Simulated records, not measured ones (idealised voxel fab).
Documented hereafter: the process module known as voxel double patterning.
Square cells of 5 nm make up the cross-section cut, whose width is 165 nm.
A cross-section in this document is a grid of square cells, and it is written down as bands, the top band listed before the ones below it; a band is made up of one or more rows of cells.
The band entry comprises the height of the band's top followed by the height of its bottom, expressed in nm, and subsequently the band's materials from left to right, each stated together with its width in nm. Where a single material is marked with the word "throughout", that material fills the band from edge to edge. The word "blank" represents empty space.
The reference from which all heights are counted is 0, the level beneath which the as-received wafer is entirely one material; the lowest band, having no lower bound, proceeds downward and is written after the example "from 0 down".
So if you see something like "30..40" for the width, read it as the top row of the band sitting at the first number and the bottom row at the second, with every row in between moving by the same amount as the last.
No cell of the cross-section changed in a step that is given as "remained unchanged".
Each empty space that has no open way to the top and spans at least 8 cells appears under "Enclosed void listing" as width x height at distance, the distance counted from the left edge, all in nm.
On each step's line, the part that comes after the settings is the simulator's own comment on the step.
Regarding "overlay nm": on a step with a mask, it is the distance the mask lay to the right of its planned place; a negative value places it to the left.

Steps in the process plan
1 RECEIVE: material Si
2 CONFORMAL_DEP: material SiO2, thk nm 10
3 DIRECTIONAL_DEP: material TiN, thk nm 20
4 DIRECTIONAL_DEP: material SiCN, thk nm 5
5 DIRECTIONAL_DEP: material aC, thk nm 15
6 PATTERN: tone open, mask id FIRST, material resist, width nm 15, pitch nm 50, thk nm 35, overlay nm 0
7 DIRECTIONAL_ETCH: etch materials aC, depth nm 15
8 STRIP: etch materials resist
9 DIRECTIONAL_ETCH: etch materials SiCN, depth nm 5
10 STRIP: etch materials aC
11 PATTERN: tone open, mask id SECOND, material resist, width nm 15, pitch nm 50, thk nm 20, overlay nm 0
12 DIRECTIONAL_ETCH: etch materials SiCN, depth nm 5
13 STRIP: etch materials resist
14 DIRECTIONAL_ETCH: etch materials TiN, depth nm 20
15 STRIP: etch materials SiCN

Cross-sectional view of the wafer in its as-received condition, corresponding to the state after step 1
  from 0 down = Si throughout
  Enclosed void listing: none

Sectioned view, first of two wafers, at the close of the module, processed as intended in the plan
  from 30 to 10 = TiN: 25, then blank: 15, then TiN: 10, then blank: 15, then TiN: 10, then blank: 15, then TiN: 10, then blank: 15, then TiN: 10, then blank: 15, then TiN: 25
  from 10 to 0 = SiO2 throughout
  from 0 down = Si throughout
  Enclosed void listing: none

Cross-section at end of module for the second wafer of two, which matched the first in starting point and plan and differed by one mistake in its processing
  from 50 to 30 = TiN: 25, then blank: 15, then TiN: 10, then blank: 15, then TiN: 10, then blank: 15, then TiN: 10, then blank: 15, then TiN: 10, then blank: 15, then TiN: 25
  from 30 to 10 = TiN throughout
  from 10 to 0 = SiO2 throughout
  from 0 down = Si throughout
  Enclosed void listing: none
Run error: twice, step 3 of the plan was run
Final tally in cells, some materials are higher or lower on the second wafer than on the first: TiN: 132 more
